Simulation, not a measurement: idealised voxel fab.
The name of this process module is voxel ribs on slabs.
The width of the displayed cross-section, cut, is 250 nm; its cells are square, with a size of 5 nm.
Each cross-section below is a grid of square cells, stated as bands in top-down order, with one or more rows of cells making up each band. Top, bottom (nm), then materials left to right with widths (nm); lone material tagged "edge to edge" fills the whole band edge to edge; "empty" = empty space. Below 0: as-received wafer, all one material; heights counted from there. Lowest band: no bottom, goes on down, written "0 nm and below". Per-row width for "30->40": begins at first number (top row of band), ends at second number (bottom row), increment between rows held constant. What does "identical to before" mean for a step? It means no cell of the cross-section changed in that step. Voids not open to the top, 8 cells minimum: see "Entrapped voids". Written width x height at distance; distance is from the left edge; nm. If you see something after the settings on a step's line, that's the simulator's own remark about that step. Each step line may optionally specify "overlay nm", which for a step with a mask gives the rightward distance between the mask's planned place and where it lay, a negative value indicating the leftward direction.
**Steps planned for the process**
1. op RECEIVE | material Si
2. op DIRECTIONAL_DEP | material SiO2 | thk nm 30
3. op DIRECTIONAL_DEP | material polySi | thk nm 20
4. op PATTERN | tone cover | mask id RIB | material resist | width nm 30 | thk nm 15 | overlay nm 0
5. op DIRECTIONAL_ETCH | etch materials polySi | depth nm 5
6. op STRIP | etch materials resist
7. op PATTERN | tone cover | mask id SLAB | material resist | width nm 80 | thk nm 15 | overlay nm 0
8. op DIRECTIONAL_ETCH | etch materials polySi | depth nm 15
9. op STRIP | etch materials resist
10. op FILL_DEP | material SiO2 | thk nm 15
11. op CMP | height nm 60
12. op DIRECTIONAL_DEP | material W | thk nm 10
13. op PATTERN | tone cover | mask id HEATER | material resist | width nm 40 | thk nm 20 | overlay nm 0
14. op DIRECTIONAL_ETCH | etch materials W | depth nm 10
15. op STRIP | etch materials resist
16. op CONFORMAL_DEP | material SiO2 | thk nm 5
**Cross-section: wafer on arrival = after step 1**
    0 nm and below  Si edge to edge
    Entrapped voids: none
**Post-module cross-section: identical start and plan to those above, one misstep in execution**
    75 nm to 70 nm  SiO2 edge to edge
    70 nm to 60 nm  polySi edge to edge
    60 nm to 50 nm  SiO2 edge to edge
    50 nm to 45 nm  SiO2 110 | polySi 30 | SiO2 110
    45 nm to 30 nm  SiO2 85 | polySi 80 | SiO2 85
    30 nm to 0 nm  SiO2 edge to edge
    0 nm and below  Si edge to edge
    Entrapped voids: none
The mistake made against the process plan was this: step 12 off recipe, ran as op DIRECTIONAL_DEP | material polySi | thk nm 10
